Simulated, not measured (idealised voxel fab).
process module | voxel quadruple lines
cross-section cut | 205 nm wide | cells 5 nm
A cross-section is a grid of square cells, given in bands from the top down. A band is one or more rows of cells.
Each band's line starts with the height of the band's top and of its bottom, in nm. Then come its materials from left to right, each with its width in nm. One material with "throughout" fills the band from edge to edge. "air" is empty space.
Height 0 is the level under which the wafer as received is all one material. The lowest band goes on downwards, as in "0 down".
A width such as "30 to 40" changes by the same amount from each row of cells to the next, from the band's top row to its bottom row.
"no change" after a step means that no cell of the cross-section changed.
closed voids: empty space of 8 cells or more with no open way to the top, each as width x height at its distance from the left edge, in nm
after a step's settings: what the simulator itself notes on the step
overlay nm, on a step with a mask: how far to the right of its planned place the mask lay; to the left if negative
plan
1 op RECEIVE | material Si
2 op CONFORMAL_DEP | material SiO2 | thk nm 5
3 op DIRECTIONAL_DEP | material Ru | thk nm 15
4 op DIRECTIONAL_DEP | material polySi | thk nm 15
5 op DIRECTIONAL_DEP | material aC | thk nm 20
6 op PATTERN | tone cover | mask id MANDREL | material resist | width nm 20 | pitch nm 60 | thk nm 25 | overlay nm 0
7 op DIRECTIONAL_ETCH | etch materials aC | depth nm 20
8 op STRIP | etch materials resist
9 op CONFORMAL_DEP | material SiO2 | thk nm 10
10 op DIRECTIONAL_ETCH | etch materials SiO2 | depth nm 10
11 op STRIP | etch materials aC
12 op DIRECTIONAL_ETCH | etch materials polySi | depth nm 15
13 op STRIP | etch materials SiO2
14 op CONFORMAL_DEP | material SiN | thk nm 5
15 op DIRECTIONAL_ETCH | etch materials SiN | depth nm 5
16 op STRIP | etch materials polySi
17 op DIRECTIONAL_ETCH | etch materials Ru | depth nm 15
18 op STRIP | etch materials SiN
first wafer, as planned
as received, after step 1
  0 down: Si throughout
  closed voids: none
after step 2
  5 to 0: SiO2 throughout
  below 0: unchanged
after step 3
  20 to 5: Ru throughout
  below 5: unchanged
after step 4
  35 to 20: polySi throughout
  below 20: unchanged
after step 5
  55 to 35: aC throughout
  below 35: unchanged
after step 6
  80 to 55: air 60 | resist 20 | air 40 | resist 20 | air 65
  below 55: unchanged
after step 7
  60 to 55: air 60 | resist 20 | air 40 | resist 20 | air 65
  55 to 35: air 60 | aC 20 | air 40 | aC 20 | air 65
  below 35: unchanged
after step 8
  55 to 35: air 60 | aC 20 | air 40 | aC 20 | air 65
  below 35: unchanged
after step 9
  65 to 55: air 50 | SiO2 40 | air 20 | SiO2 40 | air 55
  55 to 45: air 50 | SiO2 10 | aC 20 | SiO2 10 | air 20 | SiO2 10 | aC 20 | SiO2 10 | air 55
  45 to 35: SiO2 60 | aC 20 | SiO2 40 | aC 20 | SiO2 65
  below 35: unchanged
after step 10
  55 to 35: air 50 | SiO2 10 | aC 20 | SiO2 10 | air 20 | SiO2 10 | aC 20 | SiO2 10 | air 55
  below 35: unchanged
after step 11
  55 to 35: air 50 | SiO2 10 | air 20 | SiO2 10 | air 20 | SiO2 10 | air 20 | SiO2 10 | air 55
  below 35: unchanged
after step 12
  55 to 35: air 50 | SiO2 10 | air 20 | SiO2 10 | air 20 | SiO2 10 | air 20 | SiO2 10 | air 55
  35 to 20: air 50 | polySi 10 | air 20 | polySi 10 | air 20 | polySi 10 | air 20 | polySi 10 | air 55
  below 20: unchanged
after step 13
  35 to 20: air 50 | polySi 10 | air 20 | polySi 10 | air 20 | polySi 10 | air 20 | polySi 10 | air 55
  below 20: unchanged
after step 14
  40 to 35: air 45 | SiN 20 | air 10 | SiN 20 | air 10 | SiN 20 | air 10 | SiN 20 | air 50
  35 to 25: air 45 | SiN 5 | polySi 10 | SiN 5 | air 10 | SiN 5 | polySi 10 | SiN 5 | air 10 | SiN 5 | polySi 10 | SiN 5 | air 10 | SiN 5 | polySi 10 | SiN 5 | air 50
  25 to 20: SiN 50 | polySi 10 | SiN 20 | polySi 10 | SiN 20 | polySi 10 | SiN 20 | polySi 10 | SiN 55
  below 20: unchanged
after step 15
  35 to 20: air 45 | SiN 5 | polySi 10 | SiN 5 | air 10 | SiN 5 | polySi 10 | SiN 5 | air 10 | SiN 5 | polySi 10 | SiN 5 | air 10 | SiN 5 | polySi 10 | SiN 5 | air 50
  below 20: unchanged
after step 16
  35 to 20: air 45 | SiN 5 | air 10 | SiN 5 | air 10 | SiN 5 | air 10 | SiN 5 | air 10 | SiN 5 | air 10 | SiN 5 | air 10 | SiN 5 | air 10 | SiN 5 | air 50
  below 20: unchanged
after step 17
  35 to 20: air 45 | SiN 5 | air 10 | SiN 5 | air 10 | SiN 5 | air 10 | SiN 5 | air 10 | SiN 5 | air 10 | SiN 5 | air 10 | SiN 5 | air 10 | SiN 5 | air 50
  20 to 5: air 45 | Ru 5 | air 10 | Ru 5 | air 10 | Ru 5 | air 10 | Ru 5 | air 10 | Ru 5 | air 10 | Ru 5 | air 10 | Ru 5 | air 10 | Ru 5 | air 50
  below 5: unchanged
after step 18
  20 to 5: air 45 | Ru 5 | air 10 | Ru 5 | air 10 | Ru 5 | air 10 | Ru 5 | air 10 | Ru 5 | air 10 | Ru 5 | air 10 | Ru 5 | air 10 | Ru 5 | air 50
  below 5: unchanged
second wafer: like start, like plan, one mistake. Through step 2 it matches the first wafer
when step 3 should have ended
  10 to 5: Ru throughout
  below 5: unchanged
when step 4 should have ended
  25 to 10: polySi throughout
  below 10: unchanged
when step 5 should have ended
  45 to 25: aC throughout
  below 25: unchanged
when step 6 should have ended
  70 to 45: air 60 | resist 20 | air 40 | resist 20 | air 65
  below 45: unchanged
when step 7 should have ended
  50 to 45: air 60 | resist 20 | air 40 | resist 20 | air 65
  45 to 25: air 60 | aC 20 | air 40 | aC 20 | air 65
  below 25: unchanged
when step 8 should have ended
  45 to 25: air 60 | aC 20 | air 40 | aC 20 | air 65
  below 25: unchanged
when step 9 should have ended
  55 to 45: air 50 | SiO2 40 | air 20 | SiO2 40 | air 55
  45 to 35: air 50 | SiO2 10 | aC 20 | SiO2 10 | air 20 | SiO2 10 | aC 20 | SiO2 10 | air 55
  35 to 25: SiO2 60 | aC 20 | SiO2 40 | aC 20 | SiO2 65
  below 25: unchanged
when step 10 should have ended
  45 to 25: air 50 | SiO2 10 | aC 20 | SiO2 10 | air 20 | SiO2 10 | aC 20 | SiO2 10 | air 55
  below 25: unchanged
when step 11 should have ended
  45 to 25: air 50 | SiO2 10 | air 20 | SiO2 10 | air 20 | SiO2 10 | air 20 | SiO2 10 | air 55
  below 25: unchanged
when step 12 should have ended
  45 to 25: air 50 | SiO2 10 | air 20 | SiO2 10 | air 20 | SiO2 10 | air 20 | SiO2 10 | air 55
  25 to 10: air 50 | polySi 10 | air 20 | polySi 10 | air 20 | polySi 10 | air 20 | polySi 10 | air 55
  below 10: unchanged
when step 13 should have ended
  25 to 10: air 50 | polySi 10 | air 20 | polySi 10 | air 20 | polySi 10 | air 20 | polySi 10 | air 55
  below 10: unchanged
when step 14 should have ended
  30 to 25: air 45 | SiN 20 | air 10 | SiN 20 | air 10 | SiN 20 | air 10 | SiN 20 | air 50
  25 to 15: air 45 | SiN 5 | polySi 10 | SiN 5 | air 10 | SiN 5 | polySi 10 | SiN 5 | air 10 | SiN 5 | polySi 10 | SiN 5 | air 10 | SiN 5 | polySi 10 | SiN 5 | air 50
  15 to 10: SiN 50 | polySi 10 | SiN 20 | polySi 10 | SiN 20 | polySi 10 | SiN 20 | polySi 10 | SiN 55
  below 10: unchanged
when step 15 should have ended
  25 to 10: air 45 | SiN 5 | polySi 10 | SiN 5 | air 10 | SiN 5 | polySi 10 | SiN 5 | air 10 | SiN 5 | polySi 10 | SiN 5 | air 10 | SiN 5 | polySi 10 | SiN 5 | air 50
  below 10: unchanged
when step 16 should have ended
  25 to 10: air 45 | SiN 5 | air 10 | SiN 5 | air 10 | SiN 5 | air 10 | SiN 5 | air 10 | SiN 5 | air 10 | SiN 5 | air 10 | SiN 5 | air 10 | SiN 5 | air 50
  below 10: unchanged
when step 17 should have ended
  25 to 10: air 45 | SiN 5 | air 10 | SiN 5 | air 10 | SiN 5 | air 10 | SiN 5 | air 10 | SiN 5 | air 10 | SiN 5 | air 10 | SiN 5 | air 10 | SiN 5 | air 50
  10 to 5: air 45 | Ru 5 | air 10 | Ru 5 | air 10 | Ru 5 | air 10 | Ru 5 | air 10 | Ru 5 | air 10 | Ru 5 | air 10 | Ru 5 | air 10 | Ru 5 | air 50
  below 5: unchanged
when step 18 should have ended
  10 to 5: air 45 | Ru 5 | air 10 | Ru 5 | air 10 | Ru 5 | air 10 | Ru 5 | air 10 | Ru 5 | air 10 | Ru 5 | air 10 | Ru 5 | air 10 | Ru 5 | air 50
  below 5: unchanged
what went wrong: step 3 ran as: op DIRECTIONAL_DEP | material Ru | thk nm 5
at the end the second wafer has, in cells: 16 fewer of Ru
